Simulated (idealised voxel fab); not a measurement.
Title: Process Module voxel gate over fins
Pictured: cross-section cut, 255 nm wide, on a grid of 5 nm square cells.
A cross-section is written here as square cells arranged in a grid, and it is given in bands from the top down, each band taking up one or more rows of cells.
Per band: top height and bottom height in nm, followed by the left-to-right materials and their widths in nm; "everywhere" marks a single material spanning edge to edge, "empty" marks empty space.
We count height from 0. Below that, the starting wafer is all one material. The lowest band never ends at the bottom but goes on down; see "0 -> down" for how that is written.
The notation "30 to 40" denotes a width that varies across the rows of cells in the band, beginning at the first number in the top row, finishing at the second number in the bottom row, and changing by an identical amount from each row to the next.
"everything unchanged", as given for a step, is the statement that not any cell of the cross-section underwent a change during that step.
Entry "Sealed-off cavities". Content: empty spaces with no open connection to the top, size 8 cells or greater. Each: width x height at distance. Distance: from left edge. Unit: nm.
Note: text after step settings on the step line = simulator remark on that step.
What "overlay nm" on a step's line means: if the step has a mask, that mask lay this far to the right of its planned place, or, when the value is negative, to the left.

[So here's the lineup of process steps we planned]
1. RECEIVE | material Si
2. CONFORMAL_DEP | material SiN | thk nm 5
3. DIRECTIONAL_DEP | material aC | thk nm 15
4. PATTERN | tone cover | mask id FINS | material resist | width nm 15 | pitch nm 45 | thk nm 35 | overlay nm 0
5. DIRECTIONAL_ETCH | etch materials aC | depth nm 15
6. STRIP | etch materials resist
7. DIRECTIONAL_ETCH | etch materials SiN | depth nm 5
8. DIRECTIONAL_ETCH | etch materials Si | depth nm 40
9. STRIP | etch materials aC
10. FILL_DEP | material SiO2 | thk nm 10
11. CMP | height nm 5
12. SELECTIVE_ETCH | etch materials SiO2 | depth nm 15
13. STRIP | etch materials SiN
14. CONFORMAL_DEP | material HfO2 | thk nm 5
15. CONFORMAL_DEP | material TiN | thk nm 5
16. CONFORMAL_DEP | material TiAl | thk nm 5
17. CONFORMAL_DEP | material TiN | thk nm 5
18. FILL_DEP | material W | thk nm 10
19. CMP | height nm 25
20. CONFORMAL_DEP | material SiCN | thk nm 10

[Wafer, first of two, run as planned]

[Wafer at receipt (post step 1), cross-section]
- 0 -> down  Si everywhere
- Sealed-off cavities: none

[Step 2 done - wafer cross-section]
- 5 -> 0  SiN everywhere
- Rest of section, below 0: as before.

[Step 3 done - wafer cross-section]
- 20 -> 5  aC everywhere
- Rest of section, below 5: as before.

[Step 4 done - wafer cross-section]
- 55 -> 20  95 of empty  15 of resist  30 of empty  15 of resist  100 of empty
- Rest of section, below 20: as before.

[Step 5 done - wafer cross-section]
- 40 -> 20  95 of empty  15 of resist  30 of empty  15 of resist  100 of empty
- 20 -> 5  95 of empty  15 of aC  30 of empty  15 of aC  100 of empty
- Rest of section, below 5: as before.

[Step 6 done - wafer cross-section]
- 20 -> 5  95 of empty  15 of aC  30 of empty  15 of aC  100 of empty
- Rest of section, below 5: as before.

[Step 7 done - wafer cross-section]
- 20 -> 5  95 of empty  15 of aC  30 of empty  15 of aC  100 of empty
- 5 -> 0  95 of empty  15 of SiN  30 of empty  15 of SiN  100 of empty
- Rest of section, below 0: as before.

[Step 8 done - wafer cross-section]
- 20 -> 5  95 of empty  15 of aC  30 of empty  15 of aC  100 of empty
- 5 -> 0  95 of empty  15 of SiN  30 of empty  15 of SiN  100 of empty
- 0 -> -40  95 of empty  15 of Si  30 of empty  15 of Si  100 of empty
- Rest of section, below -40: as before.

[Step 9 done - wafer cross-section]
- 5 -> 0  95 of empty  15 of SiN  30 of empty  15 of SiN  100 of empty
- Rest of section, below 0: as before.

[Step 10 done - wafer cross-section]
- 15 -> 5  SiO2 everywhere
- 5 -> 0  95 of SiO2  15 of SiN  30 of SiO2  15 of SiN  100 of SiO2
- 0 -> -40  95 of SiO2  15 of Si  30 of SiO2  15 of Si  100 of SiO2
- Rest of section, below -40: as before.

[Step 11 done - wafer cross-section]
- 5 -> 0  95 of SiO2  15 of SiN  30 of SiO2  15 of SiN  100 of SiO2
- Rest of section, below 0: as before.

[Step 12 done - wafer cross-section]
- 5 -> 0  95 of empty  15 of SiN  30 of empty  15 of SiN  100 of empty
- 0 -> -10  95 of empty  15 of Si  30 of empty  15 of Si  100 of empty
- Rest of section, below -10: as before.

[Step 13 done - wafer cross-section]
- 0 -> -10  95 of empty  15 of Si  30 of empty  15 of Si  100 of empty
- Rest of section, below -10: as before.

[Step 14 done - wafer cross-section]
- 5 -> 0  90 of empty  25 of HfO2  20 of empty  25 of HfO2  95 of empty
- 0 -> -5  90 of empty  5 of HfO2  15 of Si  5 of HfO2  20 of empty  5 of HfO2  15 of Si  5 of HfO2  95 of empty
- -5 -> -10  95 of HfO2  15 of Si  30 of HfO2  15 of Si  100 of HfO2
- Rest of section, below -10: as before.

[Step 15 done - wafer cross-section]
- 10 -> 5  85 of empty  35 of TiN  10 of empty  35 of TiN  90 of empty
- 5 -> 0  85 of empty  5 of TiN  25 of HfO2  5 of TiN  10 of empty  5 of TiN  25 of HfO2  5 of TiN  90 of empty
- 0 -> -5  90 of TiN  5 of HfO2  15 of Si  5 of HfO2  20 of TiN  5 of HfO2  15 of Si  5 of HfO2  95 of TiN
- Rest of section, below -5: as before.

[Step 16 done - wafer cross-section]
- 15 -> 10  80 of empty  90 of TiAl  85 of empty
- 10 -> 5  80 of empty  5 of TiAl  35 of TiN  10 of TiAl  35 of TiN  5 of TiAl  85 of empty
- 5 -> 0  85 of TiAl  5 of TiN  25 of HfO2  5 of TiN  10 of TiAl  5 of TiN  25 of HfO2  5 of TiN  90 of TiAl
- Rest of section, below 0: as before.

[Step 17 done - wafer cross-section]
- 20 -> 15  75 of empty  100 of TiN  80 of empty
- 15 -> 10  75 of empty  5 of TiN  90 of TiAl  5 of TiN  80 of empty
- 10 -> 5  80 of TiN  5 of TiAl  35 of TiN  10 of TiAl  35 of TiN  5 of TiAl  85 of TiN
- Rest of section, below 5: as before.

[Step 18 done - wafer cross-section]
- 30 -> 20  W everywhere
- 20 -> 15  75 of W  100 of TiN  80 of W
- 15 -> 10  75 of W  5 of TiN  90 of TiAl  5 of TiN  80 of W
- Rest of section, below 10: as before.

[Step 19 done - wafer cross-section]
- 25 -> 20  W everywhere
- Rest of section, below 20: as before.

[Step 20 done - wafer cross-section]
- 35 -> 25  SiCN everywhere
- Rest of section, below 25: as before.

[Wafer two: like wafer one in start and plan, but with one mistake in execution; identical up to and including step 3]

[when step 4 should have ended]
- 55 -> 20  90 of empty  25 of resist  20 of empty  25 of resist  95 of empty
- Rest of section, below 20: as before.

[when step 5 should have ended]
- 40 -> 20  90 of empty  25 of resist  20 of empty  25 of resist  95 of empty
- 20 -> 5  90 of empty  25 of aC  20 of empty  25 of aC  95 of empty
- Rest of section, below 5: as before.

[when step 6 should have ended]
- 20 -> 5  90 of empty  25 of aC  20 of empty  25 of aC  95 of empty
- Rest of section, below 5: as before.

[when step 7 should have ended]
- 20 -> 5  90 of empty  25 of aC  20 of empty  25 of aC  95 of empty
- 5 -> 0  90 of empty  25 of SiN  20 of empty  25 of SiN  95 of empty
- Rest of section, below 0: as before.

[when step 8 should have ended]
- 20 -> 5  90 of empty  25 of aC  20 of empty  25 of aC  95 of empty
- 5 -> 0  90 of empty  25 of SiN  20 of empty  25 of SiN  95 of empty
- 0 -> -40  90 of empty  25 of Si  20 of empty  25 of Si  95 of empty
- Rest of section, below -40: as before.

[when step 9 should have ended]
- 5 -> 0  90 of empty  25 of SiN  20 of empty  25 of SiN  95 of empty
- Rest of section, below 0: as before.

[when step 10 should have ended]
- 15 -> 5  SiO2 everywhere
- 5 -> 0  90 of SiO2  25 of SiN  20 of SiO2  25 of SiN  95 of SiO2
- 0 -> -40  90 of SiO2  25 of Si  20 of SiO2  25 of Si  95 of SiO2
- Rest of section, below -40: as before.

[when step 11 should have ended]
- 5 -> 0  90 of SiO2  25 of SiN  20 of SiO2  25 of SiN  95 of SiO2
- Rest of section, below 0: as before.

[when step 12 should have ended]
- 5 -> 0  90 of empty  25 of SiN  20 of empty  25 of SiN  95 of empty
- 0 -> -10  90 of empty  25 of Si  20 of empty  25 of Si  95 of empty
- Rest of section, below -10: as before.

[when step 13 should have ended]
- 0 -> -10  90 of empty  25 of Si  20 of empty  25 of Si  95 of empty
- Rest of section, below -10: as before.

[when step 14 should have ended]
- 5 -> 0  85 of empty  35 of HfO2  10 of empty  35 of HfO2  90 of empty
- 0 -> -5  85 of empty  5 of HfO2  25 of Si  5 of HfO2  10 of empty  5 of HfO2  25 of Si  5 of HfO2  90 of empty
- -5 -> -10  90 of HfO2  25 of Si  20 of HfO2  25 of Si  95 of HfO2
- Rest of section, below -10: as before.

[when step 15 should have ended]
- 10 -> 5  80 of empty  90 of TiN  85 of empty
- 5 -> 0  80 of empty  5 of TiN  35 of HfO2  10 of TiN  35 of HfO2  5 of TiN  85 of empty
- 0 -> -5  85 of TiN  5 of HfO2  25 of Si  5 of HfO2  10 of TiN  5 of HfO2  25 of Si  5 of HfO2  90 of TiN
- Rest of section, below -5: as before.

[when step 16 should have ended]
- 15 -> 10  75 of empty  100 of TiAl  80 of empty
- 10 -> 5  75 of empty  5 of TiAl  90 of TiN  5 of TiAl  80 of empty
- 5 -> 0  80 of TiAl  5 of TiN  35 of HfO2  10 of TiN  35 of HfO2  5 of TiN  85 of TiAl
- Rest of section, below 0: as before.

[when step 17 should have ended]
- 20 -> 15  70 of empty  110 of TiN  75 of empty
- 15 -> 10  70 of empty  5 of TiN  100 of TiAl  5 of TiN  75 of empty
- 10 -> 5  75 of TiN  5 of TiAl  90 of TiN  5 of TiAl  80 of TiN
- Rest of section, below 5: as before.

[when step 18 should have ended]
- 30 -> 20  W everywhere
- 20 -> 15  70 of W  110 of TiN  75 of W
- 15 -> 10  70 of W  5 of TiN  100 of TiAl  5 of TiN  75 of W
- Rest of section, below 10: as before.

[when step 19 should have ended]
- 25 -> 20  W everywhere
- Rest of section, below 20: as before.

[when step 20 should have ended]
- 35 -> 25  SiCN everywhere
- Rest of section, below 25: as before.
What broke from the plan during processing? for step 4, the planned setting was not used; the step was instead run as PATTERN | tone cover | mask id FINS | material resist | width nm 25 | pitch nm 45 | thk nm 35 | overlay nm 0
Per the end-of-run cell counts, the second wafer holds more or fewer of some materials than the first: +32 Si, -24 SiO2, -4 TiAl, -4 W
